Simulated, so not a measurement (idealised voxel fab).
Presented below is a process module, voxel wiring stack.
In the cross-section labelled cut, the width is 265 nm and each square cell is 5 nm.
Cross-section, as written here: a square-cell grid given band by band from the top down, where a band holds one or more rows of cells. Heads up on the band format: heights come first, top then bottom, in nm. After that it's the materials left to right, each with its width in nm. A single material flagged "throughout" fills the whole band edge to edge, and "air" means there's empty space there. Measure heights from 0. That's the level where, below it, the as-received wafer is all one material. The lowest band is bottomless and extends downward; write it as in "0 -> down". When a width is written as two numbers, as in "30->40", the first number is the width in the top row of cells of the band and the second is the width in its bottom row, and the width changes by the same amount from each row to the next. It should be understood that the words "changes: none", when stated for a given step, signify that the cross-section underwent no change in any of its cells during that step. Heads up: "Enclosed void listing" only lists the empty pockets with no open path to the top that are 8 cells or more, and it writes them as width x height at distance, distance from the left edge, in nm. It should be noted that, on the line of a given step, the content following the step's settings is a remark produced by the simulator itself with respect to that step. The "overlay nm" setting may appear on a step's line; for a step that uses a mask, it gives how far to the right of its planned position the mask lay, and a negative value indicates the left.

SO HERE'S THE LINEUP OF PROCESS STEPS WE PLANNED
- 1: RECEIVE with material Si
- 2: CONFORMAL_DEP with material SiO2, thk nm 15
- 3: CONFORMAL_DEP with material SiN, thk nm 5
- 4: DIRECTIONAL_DEP with material lowk, thk nm 15
- 5: PATTERN with tone open, mask id METAL_1, material resist, width nm 25, pitch nm 45, thk nm 15, overlay nm 0
- 6: DIRECTIONAL_ETCH with etch materials lowk, depth nm 15
- 7: DIRECTIONAL_ETCH with etch materials SiN, depth nm 5
- 8: STRIP with etch materials resist
- 9: CONFORMAL_DEP with material TiN, thk nm 5
- 10: FILL_DEP with material Cu, thk nm 5
- 11: CMP with height nm 35
- 12: EPI with material Ru, thk nm 5
- 13: FILL_DEP with material SiCN, thk nm 5
- 14: DIRECTIONAL_DEP with material SiO2, thk nm 10
- 15: MASKED_ETCH with tone open, mask id PLUG_1, width nm 15, pitch nm 90, etch materials SiO2, depth nm 10, overlay nm 0
- 16: MASKED_ETCH with tone open, mask id PLUG_1, width nm 15, pitch nm 90, etch materials SiCN, depth nm 5, overlay nm 0
- 17: EPI with material Ru, thk nm 10
- 18: EPI with material Ru, thk nm 5
- 19: CONFORMAL_DEP with material SiN, thk nm 5
- 20: DIRECTIONAL_DEP with material SiO2, thk nm 20
- 21: MASKED_ETCH with tone open, mask id METAL_2, width nm 25, pitch nm 45, etch materials SiO2, depth nm 20, overlay nm 0
- 22: MASKED_ETCH with tone open, mask id METAL_2, width nm 25, pitch nm 45, etch materials SiN, depth nm 5, overlay nm 0
- 23: CONFORMAL_DEP with material TiN, thk nm 5
- 24: FILL_DEP with material Cu, thk nm 10
- 25: CMP with height nm 80
- 26: CONFORMAL_DEP with material SiCN, thk nm 5
- 27: DIRECTIONAL_DEP with material SiO2, thk nm 25
- 28: DIRECTIONAL_DEP with material aC, thk nm 10
- 29: PATTERN with tone open, mask id METAL_3, material resist, width nm 25, pitch nm 45, thk nm 30, overlay nm 0
- 30: DIRECTIONAL_ETCH with etch materials aC, depth nm 10
- 31: STRIP with etch materials resist
- 32: DIRECTIONAL_ETCH with etch materials SiO2, depth nm 15
- 33: STRIP with etch materials aC
- 34: DIRECTIONAL_DEP with material aC, thk nm 10
- 35: PATTERN with tone open, mask id METAL_3_HOLES, material resist, width nm 15, pitch nm 45, thk nm 30, overlay nm 0
- 36: DIRECTIONAL_ETCH with etch materials aC, depth nm 10
- 37: STRIP with etch materials resist
- 38: DIRECTIONAL_ETCH with etch materials SiO2, depth nm 10
- 39: DIRECTIONAL_ETCH with etch materials SiCN, depth nm 5
- 40: STRIP with etch materials aC
- 41: CONFORMAL_DEP with material TiN, thk nm 5
- 42: FILL_DEP with material Cu, thk nm 10
- 43: CMP with height nm 110
- 44: CONFORMAL_DEP with material SiCN, thk nm 5
- 45: DIRECTIONAL_DEP with material SiO2, thk nm 30
- 46: DIRECTIONAL_DEP with material aC, thk nm 10
- 47: PATTERN with tone open, mask id METAL_4_HOLES, material resist, width nm 15, pitch nm 90, thk nm 25, overlay nm 0
- 48: DIRECTIONAL_ETCH with etch materials aC, depth nm 10
- 49: STRIP with etch materials resist
- 50: DIRECTIONAL_ETCH with etch materials SiO2, depth nm 30
- 51: STRIP with etch materials aC
- 52: MASKED_ETCH with tone open, mask id METAL_4, width nm 25, pitch nm 45, etch materials SiO2, depth nm 20, overlay nm 0
- 53: MASKED_ETCH with tone open, mask id METAL_4, width nm 25, pitch nm 45, etch materials SiCN, depth nm 5, overlay nm 0
- 54: CONFORMAL_DEP with material TiN, thk nm 5
- 55: FILL_DEP with material Ru, thk nm 10
- 56: CMP with height nm 145
- 57: CONFORMAL_DEP with material SiCN, thk nm 5

FIRST WAFER OF TWO (RUN AS PLANNED)

CROSS-SECTION OF THE WAFER AS IT CAME TO US, I.E., ALREADY THROUGH STEP 1
> 0 -> down  Si throughout
> Enclosed void listing: none

AFTER STEP 2
> 15 -> 0  SiO2 throughout
> Everything below 0 is unchanged.

AFTER STEP 3
> 20 -> 15  SiN throughout
> Everything below 15 is unchanged.

AFTER STEP 4
> 35 -> 20  lowk throughout
> Everything below 20 is unchanged.

AFTER STEP 5
> 50 -> 35  resist: 50 / air: 25 / resist: 20 / air: 25 / resist: 20 / air: 25 / resist: 20 / air: 25 / resist: 55
> Everything below 35 is unchanged.

AFTER STEP 6
> 50 -> 35  resist: 50 / air: 25 / resist: 20 / air: 25 / resist: 20 / air: 25 / resist: 20 / air: 25 / resist: 55
> 35 -> 20  lowk: 50 / air: 25 / lowk: 20 / air: 25 / lowk: 20 / air: 25 / lowk: 20 / air: 25 / lowk: 55
> Everything below 20 is unchanged.

AFTER STEP 7
> 50 -> 35  resist: 50 / air: 25 / resist: 20 / air: 25 / resist: 20 / air: 25 / resist: 20 / air: 25 / resist: 55
> 35 -> 20  lowk: 50 / air: 25 / lowk: 20 / air: 25 / lowk: 20 / air: 25 / lowk: 20 / air: 25 / lowk: 55
> 20 -> 15  SiN: 50 / air: 25 / SiN: 20 / air: 25 / SiN: 20 / air: 25 / SiN: 20 / air: 25 / SiN: 55
> Everything below 15 is unchanged.

AFTER STEP 8
> 35 -> 20  lowk: 50 / air: 25 / lowk: 20 / air: 25 / lowk: 20 / air: 25 / lowk: 20 / air: 25 / lowk: 55
> Everything below 20 is unchanged.

AFTER STEP 9
> 40 -> 35  TiN: 55 / air: 15 / TiN: 30 / air: 15 / TiN: 30 / air: 15 / TiN: 30 / air: 15 / TiN: 60
> 35 -> 20  lowk: 50 / TiN: 5 / air: 15 / TiN: 5 / lowk: 20 / TiN: 5 / air: 15 / TiN: 5 / lowk: 20 / TiN: 5 / air: 15 / TiN: 5 / lowk: 20 / TiN: 5 / air: 15 / TiN: 5 / lowk: 55
> 20 -> 15  SiN: 50 / TiN: 25 / SiN: 20 / TiN: 25 / SiN: 20 / TiN: 25 / SiN: 20 / TiN: 25 / SiN: 55
> Everything below 15 is unchanged.

AFTER STEP 10
> 45 -> 40  Cu throughout
> 40 -> 35  TiN: 55 / Cu: 15 / TiN: 30 / Cu: 15 / TiN: 30 / Cu: 15 / TiN: 30 / Cu: 15 / TiN: 60
> 35 -> 20  lowk: 50 / TiN: 5 / Cu: 15 / TiN: 5 / lowk: 20 / TiN: 5 / Cu: 15 / TiN: 5 / lowk: 20 / TiN: 5 / Cu: 15 / TiN: 5 / lowk: 20 / TiN: 5 / Cu: 15 / TiN: 5 / lowk: 55
> Everything below 20 is unchanged.

AFTER STEP 11
> 35 -> 20  lowk: 50 / TiN: 5 / Cu: 15 / TiN: 5 / lowk: 20 / TiN: 5 / Cu: 15 / TiN: 5 / lowk: 20 / TiN: 5 / Cu: 15 / TiN: 5 / lowk: 20 / TiN: 5 / Cu: 15 / TiN: 5 / lowk: 55
> Everything below 20 is unchanged.

AFTER STEP 12
> 40 -> 35  air: 45 / Ru: 35 / air: 10 / Ru: 35 / air: 10 / Ru: 35 / air: 10 / Ru: 35 / air: 50
> Everything below 35 is unchanged.

AFTER STEP 13
> 45 -> 40  SiCN throughout
> 40 -> 35  SiCN: 45 / Ru: 35 / SiCN: 10 / Ru: 35 / SiCN: 10 / Ru: 35 / SiCN: 10 / Ru: 35 / SiCN: 50
> Everything below 35 is unchanged.

AFTER STEP 14
> 55 -> 45  SiO2 throughout
> Everything below 45 is unchanged.

AFTER STEP 15
> 55 -> 45  SiO2: 50 / air: 15 / SiO2: 75 / air: 15 / SiO2: 110
> Everything below 45 is unchanged.

AFTER STEP 16
> 55 -> 45  SiO2: 50 / air: 15 / SiO2: 75 / air: 15 / SiO2: 110
> 45 -> 40  SiCN: 50 / air: 15 / SiCN: 75 / air: 15 / SiCN: 110
> Everything below 40 is unchanged.

AFTER STEP 17
> 55 -> 50  SiO2: 50 / air: 15 / SiO2: 75 / air: 15 / SiO2: 110
> 50 -> 45  SiO2: 50 / Ru: 15 / SiO2: 75 / Ru: 15 / SiO2: 110
> 45 -> 40  SiCN: 50 / Ru: 15 / SiCN: 75 / Ru: 15 / SiCN: 110
> Everything below 40 is unchanged.

AFTER STEP 18
> 55 -> 45  SiO2: 50 / Ru: 15 / SiO2: 75 / Ru: 15 / SiO2: 110
> Everything below 45 is unchanged.

AFTER STEP 19
> 60 -> 55  SiN throughout
> Everything below 55 is unchanged.

AFTER STEP 20
> 80 -> 60  SiO2 throughout
> Everything below 60 is unchanged.

AFTER STEP 21
> 80 -> 60  SiO2: 50 / air: 25 / SiO2: 20 / air: 25 / SiO2: 20 / air: 25 / SiO2: 20 / air: 25 / SiO2: 55
> Everything below 60 is unchanged.

AFTER STEP 22
> 80 -> 60  SiO2: 50 / air: 25 / SiO2: 20 / air: 25 / SiO2: 20 / air: 25 / SiO2: 20 / air: 25 / SiO2: 55
> 60 -> 55  SiN: 50 / air: 25 / SiN: 20 / air: 25 / SiN: 20 / air: 25 / SiN: 20 / air: 25 / SiN: 55
> Everything below 55 is unchanged.

AFTER STEP 23
> 85 -> 80  TiN: 55 / air: 15 / TiN: 30 / air: 15 / TiN: 30 / air: 15 / TiN: 30 / air: 15 / TiN: 60
> 80 -> 60  SiO2: 50 / TiN: 5 / air: 15 / TiN: 5 / SiO2: 20 / TiN: 5 / air: 15 / TiN: 5 / SiO2: 20 / TiN: 5 / air: 15 / TiN: 5 / SiO2: 20 / TiN: 5 / air: 15 / TiN: 5 / SiO2: 55
> 60 -> 55  SiN: 50 / TiN: 25 / SiN: 20 / TiN: 25 / SiN: 20 / TiN: 25 / SiN: 20 / TiN: 25 / SiN: 55
> Everything below 55 is unchanged.

AFTER STEP 24
> 95 -> 85  Cu throughout
> 85 -> 80  TiN: 55 / Cu: 15 / TiN: 30 / Cu: 15 / TiN: 30 / Cu: 15 / TiN: 30 / Cu: 15 / TiN: 60
> 80 -> 60  SiO2: 50 / TiN: 5 / Cu: 15 / TiN: 5 / SiO2: 20 / TiN: 5 / Cu: 15 / TiN: 5 / SiO2: 20 / TiN: 5 / Cu: 15 / TiN: 5 / SiO2: 20 / TiN: 5 / Cu: 15 / TiN: 5 / SiO2: 55
> Everything below 60 is unchanged.

AFTER STEP 25
> 80 -> 60  SiO2: 50 / TiN: 5 / Cu: 15 / TiN: 5 / SiO2: 20 / TiN: 5 / Cu: 15 / TiN: 5 / SiO2: 20 / TiN: 5 / Cu: 15 / TiN: 5 / SiO2: 20 / TiN: 5 / Cu: 15 / TiN: 5 / SiO2: 55
> Everything below 60 is unchanged.

AFTER STEP 26
> 85 -> 80  SiCN throughout
> Everything below 80 is unchanged.

AFTER STEP 27
> 110 -> 85  SiO2 throughout
> Everything below 85 is unchanged.

AFTER STEP 28
> 120 -> 110  aC throughout
> Everything below 110 is unchanged.

AFTER STEP 29
> 150 -> 120  resist: 50 / air: 25 / resist: 20 / air: 25 / resist: 20 / air: 25 / resist: 20 / air: 25 / resist: 55
> Everything below 120 is unchanged.

AFTER STEP 30
> 140 -> 120  resist: 50 / air: 25 / resist: 20 / air: 25 / resist: 20 / air: 25 / resist: 20 / air: 25 / resist: 55
> 120 -> 110  aC: 50 / air: 25 / aC: 20 / air: 25 / aC: 20 / air: 25 / aC: 20 / air: 25 / aC: 55
> Everything below 110 is unchanged.

AFTER STEP 31
> 120 -> 110  aC: 50 / air: 25 / aC: 20 / air: 25 / aC: 20 / air: 25 / aC: 20 / air: 25 / aC: 55
> Everything below 110 is unchanged.

AFTER STEP 32
> 120 -> 110  aC: 50 / air: 25 / aC: 20 / air: 25 / aC: 20 / air: 25 / aC: 20 / air: 25 / aC: 55
> 110 -> 95  SiO2: 50 / air: 25 / SiO2: 20 / air: 25 / SiO2: 20 / air: 25 / SiO2: 20 / air: 25 / SiO2: 55
> Everything below 95 is unchanged.

AFTER STEP 33
> 110 -> 95  SiO2: 50 / air: 25 / SiO2: 20 / air: 25 / SiO2: 20 / air: 25 / SiO2: 20 / air: 25 / SiO2: 55
> Everything below 95 is unchanged.

AFTER STEP 34
> 120 -> 110  aC: 50 / air: 25 / aC: 20 / air: 25 / aC: 20 / air: 25 / aC: 20 / air: 25 / aC: 55
> 110 -> 105  SiO2: 50 / air: 25 / SiO2: 20 / air: 25 / SiO2: 20 / air: 25 / SiO2: 20 / air: 25 / SiO2: 55
> 105 -> 95  SiO2: 50 / aC: 25 / SiO2: 20 / aC: 25 / SiO2: 20 / aC: 25 / SiO2: 20 / aC: 25 / SiO2: 55
> Everything below 95 is unchanged.

AFTER STEP 35
> 150 -> 120  resist: 50 / air: 15 / resist: 30 / air: 15 / resist: 30 / air: 15 / resist: 30 / air: 15 / resist: 65
> 120 -> 110  aC: 50 / air: 15 / resist: 10 / aC: 20 / air: 15 / resist: 10 / aC: 20 / air: 15 / resist: 10 / aC: 20 / air: 15 / resist: 10 / aC: 55
> 110 -> 105  SiO2: 50 / air: 15 / resist: 10 / SiO2: 20 / air: 15 / resist: 10 / SiO2: 20 / air: 15 / resist: 10 / SiO2: 20 / air: 15 / resist: 10 / SiO2: 55
> Everything below 105 is unchanged.

AFTER STEP 36
> 140 -> 120  resist: 50 / air: 15 / resist: 30 / air: 15 / resist: 30 / air: 15 / resist: 30 / air: 15 / resist: 65
> 120 -> 110  aC: 50 / air: 15 / resist: 10 / aC: 20 / air: 15 / resist: 10 / aC: 20 / air: 15 / resist: 10 / aC: 20 / air: 15 / resist: 10 / aC: 55
> 110 -> 105  SiO2: 50 / air: 15 / resist: 10 / SiO2: 20 / air: 15 / resist: 10 / SiO2: 20 / air: 15 / resist: 10 / SiO2: 20 / air: 15 / resist: 10 / SiO2: 55
> 105 -> 95  SiO2: 50 / air: 15 / aC: 10 / SiO2: 20 / air: 15 / aC: 10 / SiO2: 20 / air: 15 / aC: 10 / SiO2: 20 / air: 15 / aC: 10 / SiO2: 55
> Everything below 95 is unchanged.

AFTER STEP 37
> 120 -> 110  aC: 50 / air: 25 / aC: 20 / air: 25 / aC: 20 / air: 25 / aC: 20 / air: 25 / aC: 55
> 110 -> 105  SiO2: 50 / air: 25 / SiO2: 20 / air: 25 / SiO2: 20 / air: 25 / SiO2: 20 / air: 25 / SiO2: 55
> Everything below 105 is unchanged.

AFTER STEP 38
> 120 -> 110  aC: 50 / air: 25 / aC: 20 / air: 25 / aC: 20 / air: 25 / aC: 20 / air: 25 / aC: 55
> 110 -> 105  SiO2: 50 / air: 25 / SiO2: 20 / air: 25 / SiO2: 20 / air: 25 / SiO2: 20 / air: 25 / SiO2: 55
> 105 -> 95  SiO2: 50 / air: 15 / aC: 10 / SiO2: 20 / air: 15 / aC: 10 / SiO2: 20 / air: 15 / aC: 10 / SiO2: 20 / air: 15 / aC: 10 / SiO2: 55
> 95 -> 85  SiO2: 50 / air: 15 / SiO2: 30 / air: 15 / SiO2: 30 / air: 15 / SiO2: 30 / air: 15 / SiO2: 65
> Everything below 85 is unchanged.

AFTER STEP 39
> 120 -> 110  aC: 50 / air: 25 / aC: 20 / air: 25 / aC: 20 / air: 25 / aC: 20 / air: 25 / aC: 55
> 110 -> 105  SiO2: 50 / air: 25 / SiO2: 20 / air: 25 / SiO2: 20 / air: 25 / SiO2: 20 / air: 25 / SiO2: 55
> 105 -> 95  SiO2: 50 / air: 15 / aC: 10 / SiO2: 20 / air: 15 / aC: 10 / SiO2: 20 / air: 15 / aC: 10 / SiO2: 20 / air: 15 / aC: 10 / SiO2: 55
> 95 -> 85  SiO2: 50 / air: 15 / SiO2: 30 / air: 15 / SiO2: 30 / air: 15 / SiO2: 30 / air: 15 / SiO2: 65
> 85 -> 80  SiCN: 50 / air: 15 / SiCN: 30 / air: 15 / SiCN: 30 / air: 15 / SiCN: 30 / air: 15 / SiCN: 65
> Everything below 80 is unchanged.

AFTER STEP 40
> 110 -> 95  SiO2: 50 / air: 25 / SiO2: 20 / air: 25 / SiO2: 20 / air: 25 / SiO2: 20 / air: 25 / SiO2: 55
> Everything below 95 is unchanged.

AFTER STEP 41
> 115 -> 110  TiN: 55 / air: 15 / TiN: 30 / air: 15 / TiN: 30 / air: 15 / TiN: 30 / air: 15 / TiN: 60
> 110 -> 100  SiO2: 50 / TiN: 5 / air: 15 / TiN: 5 / SiO2: 20 / TiN: 5 / air: 15 / TiN: 5 / SiO2: 20 / TiN: 5 / air: 15 / TiN: 5 / SiO2: 20 / TiN: 5 / air: 15 / TiN: 5 / SiO2: 55
> 100 -> 95  SiO2: 50 / TiN: 5 / air: 5 / TiN: 15 / SiO2: 20 / TiN: 5 / air: 5 / TiN: 15 / SiO2: 20 / TiN: 5 / air: 5 / TiN: 15 / SiO2: 20 / TiN: 5 / air: 5 / TiN: 15 / SiO2: 55
> 95 -> 85  SiO2: 50 / TiN: 5 / air: 5 / TiN: 5 / SiO2: 30 / TiN: 5 / air: 5 / TiN: 5 / SiO2: 30 / TiN: 5 / air: 5 / TiN: 5 / SiO2: 30 / TiN: 5 / air: 5 / TiN: 5 / SiO2: 65
> 85 -> 80  SiCN: 50 / TiN: 15 / SiCN: 30 / TiN: 15 / SiCN: 30 / TiN: 15 / SiCN: 30 / TiN: 15 / SiCN: 65
> Everything below 80 is unchanged.

AFTER STEP 42
> 125 -> 115  Cu throughout
> 115 -> 110  TiN: 55 / Cu: 15 / TiN: 30 / Cu: 15 / TiN: 30 / Cu: 15 / TiN: 30 / Cu: 15 / TiN: 60
> 110 -> 100  SiO2: 50 / TiN: 5 / Cu: 15 / TiN: 5 / SiO2: 20 / TiN: 5 / Cu: 15 / TiN: 5 / SiO2: 20 / TiN: 5 / Cu: 15 / TiN: 5 / SiO2: 20 / TiN: 5 / Cu: 15 / TiN: 5 / SiO2: 55
> 100 -> 95  SiO2: 50 / TiN: 5 / Cu: 5 / TiN: 15 / SiO2: 20 / TiN: 5 / Cu: 5 / TiN: 15 / SiO2: 20 / TiN: 5 / Cu: 5 / TiN: 15 / SiO2: 20 / TiN: 5 / Cu: 5 / TiN: 15 / SiO2: 55
> 95 -> 85  SiO2: 50 / TiN: 5 / Cu: 5 / TiN: 5 / SiO2: 30 / TiN: 5 / Cu: 5 / TiN: 5 / SiO2: 30 / TiN: 5 / Cu: 5 / TiN: 5 / SiO2: 30 / TiN: 5 / Cu: 5 / TiN: 5 / SiO2: 65
> Everything below 85 is unchanged.

AFTER STEP 43
> 110 -> 100  SiO2: 50 / TiN: 5 / Cu: 15 / TiN: 5 / SiO2: 20 / TiN: 5 / Cu: 15 / TiN: 5 / SiO2: 20 / TiN: 5 / Cu: 15 / TiN: 5 / SiO2: 20 / TiN: 5 / Cu: 15 / TiN: 5 / SiO2: 55
> Everything below 100 is unchanged.

AFTER STEP 44
> 115 -> 110  SiCN throughout
> Everything below 110 is unchanged.

AFTER STEP 45
> 145 -> 115  SiO2 throughout
> Everything below 115 is unchanged.

AFTER STEP 46
> 155 -> 145  aC throughout
> Everything below 145 is unchanged.

AFTER STEP 47
> 180 -> 155  resist: 50 / air: 15 / resist: 75 / air: 15 / resist: 110
> Everything below 155 is unchanged.

AFTER STEP 48
> 170 -> 155  resist: 50 / air: 15 / resist: 75 / air: 15 / resist: 110
> 155 -> 145  aC: 50 / air: 15 / aC: 75 / air: 15 / aC: 110
> Everything below 145 is unchanged.

AFTER STEP 49
> 155 -> 145  aC: 50 / air: 15 / aC: 75 / air: 15 / aC: 110
> Everything below 145 is unchanged.

AFTER STEP 50
> 155 -> 145  aC: 50 / air: 15 / aC: 75 / air: 15 / aC: 110
> 145 -> 115  SiO2: 50 / air: 15 / SiO2: 75 / air: 15 / SiO2: 110
> Everything below 115 is unchanged.

AFTER STEP 51
> 145 -> 115  SiO2: 50 / air: 15 / SiO2: 75 / air: 15 / SiO2: 110
> Everything below 115 is unchanged.

AFTER STEP 52
> 145 -> 125  SiO2: 50 / air: 25 / SiO2: 20 / air: 25 / SiO2: 20 / air: 25 / SiO2: 20 / air: 25 / SiO2: 55
> Everything below 125 is unchanged.

AFTER STEP 53
> 145 -> 125  SiO2: 50 / air: 25 / SiO2: 20 / air: 25 / SiO2: 20 / air: 25 / SiO2: 20 / air: 25 / SiO2: 55
> 125 -> 115  SiO2: 50 / air: 15 / SiO2: 75 / air: 15 / SiO2: 110
> 115 -> 110  SiCN: 50 / air: 15 / SiCN: 75 / air: 15 / SiCN: 110
> Everything below 110 is unchanged.

AFTER STEP 54
> 150 -> 145  TiN: 55 / air: 15 / TiN: 30 / air: 15 / TiN: 30 / air: 15 / TiN: 30 / air: 15 / TiN: 60
> 145 -> 130  SiO2: 50 / TiN: 5 / air: 15 / TiN: 5 / SiO2: 20 / TiN: 5 / air: 15 / TiN: 5 / SiO2: 20 / TiN: 5 / air: 15 / TiN: 5 / SiO2: 20 / TiN: 5 / air: 15 / TiN: 5 / SiO2: 55
> 130 -> 125  SiO2: 50 / TiN: 5 / air: 5 / TiN: 15 / SiO2: 20 / TiN: 25 / SiO2: 20 / TiN: 5 / air: 5 / TiN: 15 / SiO2: 20 / TiN: 25 / SiO2: 55
> 125 -> 115  SiO2: 50 / TiN: 5 / air: 5 / TiN: 5 / SiO2: 75 / TiN: 5 / air: 5 / TiN: 5 / SiO2: 110
> 115 -> 110  SiCN: 50 / TiN: 15 / SiCN: 75 / TiN: 15 / SiCN: 110
> Everything below 110 is unchanged.

AFTER STEP 55
> 160 -> 150  Ru throughout
> 150 -> 145  TiN: 55 / Ru: 15 / TiN: 30 / Ru: 15 / TiN: 30 / Ru: 15 / TiN: 30 / Ru: 15 / TiN: 60
> 145 -> 130  SiO2: 50 / TiN: 5 / Ru: 15 / TiN: 5 / SiO2: 20 / TiN: 5 / Ru: 15 / TiN: 5 / SiO2: 20 / TiN: 5 / Ru: 15 / TiN: 5 / SiO2: 20 / TiN: 5 / Ru: 15 / TiN: 5 / SiO2: 55
> 130 -> 125  SiO2: 50 / TiN: 5 / Ru: 5 / TiN: 15 / SiO2: 20 / TiN: 25 / SiO2: 20 / TiN: 5 / Ru: 5 / TiN: 15 / SiO2: 20 / TiN: 25 / SiO2: 55
> 125 -> 115  SiO2: 50 / TiN: 5 / Ru: 5 / TiN: 5 / SiO2: 75 / TiN: 5 / Ru: 5 / TiN: 5 / SiO2: 110
> Everything below 115 is unchanged.

AFTER STEP 56
> 145 -> 130  SiO2: 50 / TiN: 5 / Ru: 15 / TiN: 5 / SiO2: 20 / TiN: 5 / Ru: 15 / TiN: 5 / SiO2: 20 / TiN: 5 / Ru: 15 / TiN: 5 / SiO2: 20 / TiN: 5 / Ru: 15 / TiN: 5 / SiO2: 55
> Everything below 130 is unchanged.

AFTER STEP 57
> 150 -> 145  SiCN throughout
> Everything below 145 is unchanged.

SECOND WAFER. START AND PLAN AS FOR THE FIRST. ONE MISTAKE MADE IN RUNNING. AGREES WITH THE FIRST UP TO AND INCLUDING STEP 43

CROSS-SECTION, SECOND WAFER, AT THE END TIME THE PLAN GIVES FOR STEP 44
> 115 -> 110  lowk throughout
> Everything below 110 is unchanged.

CROSS-SECTION, SECOND WAFER, AT THE END TIME THE PLAN GIVES FOR STEP 45
> 145 -> 115  SiO2 throughout
> Everything below 115 is unchanged.

CROSS-SECTION, SECOND WAFER, AT THE END TIME THE PLAN GIVES FOR STEP 46
> 155 -> 145  aC throughout
> Everything below 145 is unchanged.

CROSS-SECTION, SECOND WAFER, AT THE END TIME THE PLAN GIVES FOR STEP 47
> 180 -> 155  resist: 50 / air: 15 / resist: 75 / air: 15 / resist: 110
> Everything below 155 is unchanged.

CROSS-SECTION, SECOND WAFER, AT THE END TIME THE PLAN GIVES FOR STEP 48
> 170 -> 155  resist: 50 / air: 15 / resist: 75 / air: 15 / resist: 110
> 155 -> 145  aC: 50 / air: 15 / aC: 75 / air: 15 / aC: 110
> Everything below 145 is unchanged.

CROSS-SECTION, SECOND WAFER, AT THE END TIME THE PLAN GIVES FOR STEP 49
> 155 -> 145  aC: 50 / air: 15 / aC: 75 / air: 15 / aC: 110
> Everything below 145 is unchanged.

CROSS-SECTION, SECOND WAFER, AT THE END TIME THE PLAN GIVES FOR STEP 50
> 155 -> 145  aC: 50 / air: 15 / aC: 75 / air: 15 / aC: 110
> 145 -> 115  SiO2: 50 / air: 15 / SiO2: 75 / air: 15 / SiO2: 110
> Everything below 115 is unchanged.

CROSS-SECTION, SECOND WAFER, AT THE END TIME THE PLAN GIVES FOR STEP 51
> 145 -> 115  SiO2: 50 / air: 15 / SiO2: 75 / air: 15 / SiO2: 110
> Everything below 115 is unchanged.

CROSS-SECTION, SECOND WAFER, AT THE END TIME THE PLAN GIVES FOR STEP 52
> 145 -> 125  SiO2: 50 / air: 25 / SiO2: 20 / air: 25 / SiO2: 20 / air: 25 / SiO2: 20 / air: 25 / SiO2: 55
> Everything below 125 is unchanged.

Cross-section, second wafer, at the end time the plan gives for step 53: changes: none

CROSS-SECTION, SECOND WAFER, AT THE END TIME THE PLAN GIVES FOR STEP 54
> 150 -> 145  TiN: 55 / air: 15 / TiN: 30 / air: 15 / TiN: 30 / air: 15 / TiN: 30 / air: 15 / TiN: 60
> 145 -> 130  SiO2: 50 / TiN: 5 / air: 15 / TiN: 5 / SiO2: 20 / TiN: 5 / air: 15 / TiN: 5 / SiO2: 20 / TiN: 5 / air: 15 / TiN: 5 / SiO2: 20 / TiN: 5 / air: 15 / TiN: 5 / SiO2: 55
> 130 -> 125  SiO2: 50 / TiN: 5 / air: 5 / TiN: 15 / SiO2: 20 / TiN: 25 / SiO2: 20 / TiN: 5 / air: 5 / TiN: 15 / SiO2: 20 / TiN: 25 / SiO2: 55
> 125 -> 120  SiO2: 50 / TiN: 5 / air: 5 / TiN: 5 / SiO2: 75 / TiN: 5 / air: 5 / TiN: 5 / SiO2: 110
> 120 -> 115  SiO2: 50 / TiN: 15 / SiO2: 75 / TiN: 15 / SiO2: 110
> Everything below 115 is unchanged.

CROSS-SECTION, SECOND WAFER, AT THE END TIME THE PLAN GIVES FOR STEP 55
> 160 -> 150  Ru throughout
> 150 -> 145  TiN: 55 / Ru: 15 / TiN: 30 / Ru: 15 / TiN: 30 / Ru: 15 / TiN: 30 / Ru: 15 / TiN: 60
> 145 -> 130  SiO2: 50 / TiN: 5 / Ru: 15 / TiN: 5 / SiO2: 20 / TiN: 5 / Ru: 15 / TiN: 5 / SiO2: 20 / TiN: 5 / Ru: 15 / TiN: 5 / SiO2: 20 / TiN: 5 / Ru: 15 / TiN: 5 / SiO2: 55
> 130 -> 125  SiO2: 50 / TiN: 5 / Ru: 5 / TiN: 15 / SiO2: 20 / TiN: 25 / SiO2: 20 / TiN: 5 / Ru: 5 / TiN: 15 / SiO2: 20 / TiN: 25 / SiO2: 55
> 125 -> 120  SiO2: 50 / TiN: 5 / Ru: 5 / TiN: 5 / SiO2: 75 / TiN: 5 / Ru: 5 / TiN: 5 / SiO2: 110
> Everything below 120 is unchanged.

CROSS-SECTION, SECOND WAFER, AT THE END TIME THE PLAN GIVES FOR STEP 56
> 145 -> 130  SiO2: 50 / TiN: 5 / Ru: 15 / TiN: 5 / SiO2: 20 / TiN: 5 / Ru: 15 / TiN: 5 / SiO2: 20 / TiN: 5 / Ru: 15 / TiN: 5 / SiO2: 20 / TiN: 5 / Ru: 15 / TiN: 5 / SiO2: 55
> Everything below 130 is unchanged.

CROSS-SECTION, SECOND WAFER, AT THE END TIME THE PLAN GIVES FOR STEP 57
> 150 -> 145  SiCN throughout
> Everything below 145 is unchanged.
The mistake made against the process plan was this: step 44, actual vs plan mismatch, actual run CONFORMAL_DEP with material lowk, thk nm 5
Final cells, second wafer relative to first, materials higher or lower: Ru: 2 fewer | SiCN: 47 fewer | TiN: 4 fewer | lowk: 53 more
